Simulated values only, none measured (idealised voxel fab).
The process module that follows is named voxel double patterning.
Cross-section cut spans 185 nm and uses square cells 5 nm in size.
In what follows, cross-sections appear as grids of square cells, described through bands that run from the top down, where every band is one or more rows of cells. Band: top height; bottom height; in nm. Then, left to right: material with width in nm, for each material. "full width": a single material spanning edge to edge. "blank": empty space. Heights are measured from 0, the level below which the as-received wafer is all one material; the lowest band has no bottom and continues downward, written as in "top 0, no bottom". Width "30..40": first value at the band's top row of cells, second value at its bottom row, equal change from row to row. The designation "no alteration", where it is given for a processing step, indicates that no cell of the cross-section was altered in the course of that step. The entry titled "Sealed internal voids" provides the empty spaces that have no open way to the top, restricted to those of 8 cells or more. Each is presented as width x height at distance, the distance being measured from the left edge, with all three in nm. Note: text after step settings on the step line = simulator remark on that step. The "overlay nm" setting may appear on a step's line; for a step that uses a mask, it gives how far to the right of its planned position the mask lay, and a negative value indicates the left.
Steps planned for the process
- 1: RECEIVE with material Si
- 2: CONFORMAL_DEP with material SiO2, thk nm 5
- 3: DIRECTIONAL_DEP with material TiN, thk nm 15
- 4: DIRECTIONAL_DEP with material SiN, thk nm 10
- 5: DIRECTIONAL_DEP with material aC, thk nm 15
- 6: PATTERN with tone open, mask id FIRST, material resist, width nm 15, pitch nm 50, thk nm 30, overlay nm 0
- 7: DIRECTIONAL_ETCH with etch materials aC, depth nm 15
- 8: STRIP with etch materials resist
- 9: DIRECTIONAL_ETCH with etch materials SiN, depth nm 10
- 10: STRIP with etch materials aC
- 11: PATTERN with tone open, mask id SECOND, material resist, width nm 15, pitch nm 50, thk nm 20, overlay nm 0
- 12: DIRECTIONAL_ETCH with etch materials SiN, depth nm 10
- 13: STRIP with etch materials resist
- 14: DIRECTIONAL_ETCH with etch materials TiN, depth nm 15
- 15: STRIP with etch materials SiN
First of two wafers: run as planned
Cross-section: wafer on arrival = after step 1
* top 0, no bottom = Si full width
* Sealed internal voids: none
So this is the wafer cross-section right after step 2
* top 5, bottom 0 = SiO2 full width
* Below a height of 0, the structure has not been altered.
So this is the wafer cross-section right after step 3
* top 20, bottom 5 = TiN full width
* Below a height of 5, the structure has not been altered.
So this is the wafer cross-section right after step 4
* top 30, bottom 20 = SiN full width
* Below a height of 20, the structure has not been altered.
So this is the wafer cross-section right after step 5
* top 45, bottom 30 = aC full width
* Below a height of 30, the structure has not been altered.
So this is the wafer cross-section right after step 6
* top 75, bottom 45 = 35 of resist / 15 of blank / 35 of resist / 15 of blank / 35 of resist / 15 of blank / 35 of resist
* Below a height of 45, the structure has not been altered.
So this is the wafer cross-section right after step 7
* top 60, bottom 45 = 35 of resist / 15 of blank / 35 of resist / 15 of blank / 35 of resist / 15 of blank / 35 of resist
* top 45, bottom 30 = 35 of aC / 15 of blank / 35 of aC / 15 of blank / 35 of aC / 15 of blank / 35 of aC
* Below a height of 30, the structure has not been altered.
So this is the wafer cross-section right after step 8
* top 45, bottom 30 = 35 of aC / 15 of blank / 35 of aC / 15 of blank / 35 of aC / 15 of blank / 35 of aC
* Below a height of 30, the structure has not been altered.
So this is the wafer cross-section right after step 9
* top 45, bottom 30 = 35 of aC / 15 of blank / 35 of aC / 15 of blank / 35 of aC / 15 of blank / 35 of aC
* top 30, bottom 20 = 35 of SiN / 15 of blank / 35 of SiN / 15 of blank / 35 of SiN / 15 of blank / 35 of SiN
* Below a height of 20, the structure has not been altered.
So this is the wafer cross-section right after step 10
* top 30, bottom 20 = 35 of SiN / 15 of blank / 35 of SiN / 15 of blank / 35 of SiN / 15 of blank / 35 of SiN
* Below a height of 20, the structure has not been altered.
So this is the wafer cross-section right after step 11
* top 50, bottom 30 = 60 of resist / 15 of blank / 35 of resist / 15 of blank / 60 of resist
* top 30, bottom 20 = 35 of SiN / 15 of resist / 35 of SiN / 15 of resist / 35 of SiN / 15 of resist / 35 of SiN
* Below a height of 20, the structure has not been altered.
So this is the wafer cross-section right after step 12
* top 50, bottom 30 = 60 of resist / 15 of blank / 35 of resist / 15 of blank / 60 of resist
* top 30, bottom 20 = 35 of SiN / 15 of resist / 10 of SiN / 15 of blank / 10 of SiN / 15 of resist / 10 of SiN / 15 of blank / 10 of SiN / 15 of resist / 35 of SiN
* Below a height of 20, the structure has not been altered.
So this is the wafer cross-section right after step 13
* top 30, bottom 20 = 35 of SiN / 15 of blank / 10 of SiN / 15 of blank / 10 of SiN / 15 of blank / 10 of SiN / 15 of blank / 10 of SiN / 15 of blank / 35 of SiN
* Below a height of 20, the structure has not been altered.
So this is the wafer cross-section right after step 14
* top 30, bottom 20 = 35 of SiN / 15 of blank / 10 of SiN / 15 of blank / 10 of SiN / 15 of blank / 10 of SiN / 15 of blank / 10 of SiN / 15 of blank / 35 of SiN
* top 20, bottom 5 = 35 of TiN / 15 of blank / 10 of TiN / 15 of blank / 10 of TiN / 15 of blank / 10 of TiN / 15 of blank / 10 of TiN / 15 of blank / 35 of TiN
* Below a height of 5, the structure has not been altered.
So this is the wafer cross-section right after step 15
* top 20, bottom 5 = 35 of TiN / 15 of blank / 10 of TiN / 15 of blank / 10 of TiN / 15 of blank / 10 of TiN / 15 of blank / 10 of TiN / 15 of blank / 35 of TiN
* Below a height of 5, the structure has not been altered.
The second wafer: identical to the first at the outset and in its planned sequence, differing only in that one mistake was made during processing; up to and including step 10, its path is the first wafer's path
Cross-section of the second wafer at the time by which step 11 should have been completed according to the plan
* top 50, bottom 30 = 60 of resist / 20 of blank / 30 of resist / 20 of blank / 55 of resist
* top 30, bottom 20 = 35 of SiN / 15 of resist / 35 of SiN / 15 of resist / 35 of SiN / 15 of resist / 35 of SiN
* Below a height of 20, the structure has not been altered.
Cross-section of the second wafer at the time by which step 12 should have been completed according to the plan
* top 50, bottom 30 = 60 of resist / 20 of blank / 30 of resist / 20 of blank / 55 of resist
* top 30, bottom 20 = 35 of SiN / 15 of resist / 10 of SiN / 20 of blank / 5 of SiN / 15 of resist / 10 of SiN / 20 of blank / 5 of SiN / 15 of resist / 35 of SiN
* Below a height of 20, the structure has not been altered.
Cross-section of the second wafer at the time by which step 13 should have been completed according to the plan
* top 30, bottom 20 = 35 of SiN / 15 of blank / 10 of SiN / 20 of blank / 5 of SiN / 15 of blank / 10 of SiN / 20 of blank / 5 of SiN / 15 of blank / 35 of SiN
* Below a height of 20, the structure has not been altered.
Cross-section of the second wafer at the time by which step 14 should have been completed according to the plan
* top 30, bottom 20 = 35 of SiN / 15 of blank / 10 of SiN / 20 of blank / 5 of SiN / 15 of blank / 10 of SiN / 20 of blank / 5 of SiN / 15 of blank / 35 of SiN
* top 20, bottom 5 = 35 of TiN / 15 of blank / 10 of TiN / 20 of blank / 5 of TiN / 15 of blank / 10 of TiN / 20 of blank / 5 of TiN / 15 of blank / 35 of TiN
* Below a height of 5, the structure has not been altered.
Cross-section of the second wafer at the time by which step 15 should have been completed according to the plan
* top 20, bottom 5 = 35 of TiN / 15 of blank / 10 of TiN / 20 of blank / 5 of TiN / 15 of blank / 10 of TiN / 20 of blank / 5 of TiN / 15 of blank / 35 of TiN
* Below a height of 5, the structure has not been altered.
So what did we get wrong on this run? rather than as planned, step 11 actually ran as PATTERN with tone open, mask id SECOND, material resist, width nm 20, pitch nm 50, thk nm 20, overlay nm 0
Final tally in cells, some materials are higher or lower on the second wafer than on the first: 6 fewer of TiN
